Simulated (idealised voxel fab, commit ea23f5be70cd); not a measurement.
process module | voxel fin reveal
cross-section cut | 235 nm wide | cells 5 nm
A cross-section is a grid of square cells, given in bands from the top down. A band is one or more rows of cells.
Each band's line starts with the height of the band's top and of its bottom, in nm. Then come its materials from left to right, each with its width in nm. One material with "throughout" fills the band from edge to edge. "air" is empty space.
Height 0 is the level under which the wafer as received is all one material. The lowest band goes on downwards, as in "0 down".
A width such as "30 to 40" changes by the same amount from each row of cells to the next, from the band's top row to its bottom row.
"no change" after a step means that no cell of the cross-section changed.
closed voids: empty space of 8 cells or more with no open way to the top, each as width x height at its distance from the left edge, in nm
after a step's settings: what the simulator itself notes on the step
overlay nm, on a step with a mask: how far to the right of its planned place the mask lay; to the left if negative
plan
1 op RECEIVE | material Si
2 op CONFORMAL_DEP | material SiN | thk nm 5
3 op PATTERN | tone cover | mask id FINS | material resist | width nm 15 | pitch nm 35 | thk nm 15 | overlay nm 0
4 op DIRECTIONAL_ETCH | etch materials SiN | depth nm 5
5 op DIRECTIONAL_ETCH | etch materials Si | depth nm 30
6 op STRIP | etch materials resist
7 op OXIDIZE | depth nm 5
8 op FILL_DEP | material SiO2 | thk nm 10
9 op CMP | height nm 5
10 op SELECTIVE_ETCH | etch materials SiO2 | depth nm 15
11 op STRIP | etch materials SiN
12 op CONFORMAL_DEP | material SiO2 | thk nm 5
as received, after step 1
  0 down: Si throughout
  closed voids: none
a wafer at the end: this start, this plan, one mistake
  5 to 0: air 85 | SiO2 15 | air 20 | SiO2 15 | air 100
  0 to -5: air 85 | SiO2 5 | Si 5 | SiO2 5 | air 20 | SiO2 5 | Si 5 | SiO2 5 | air 100
  -5 to -35: SiO2 90 | Si 5 | SiO2 30 | Si 5 | SiO2 105
  -35 down: Si throughout
  closed voids: none
what went wrong: step 3 ran as: op PATTERN | tone cover | mask id FINS | material resist | width nm 15 | pitch nm 35 | thk nm 15 | overlay nm -5
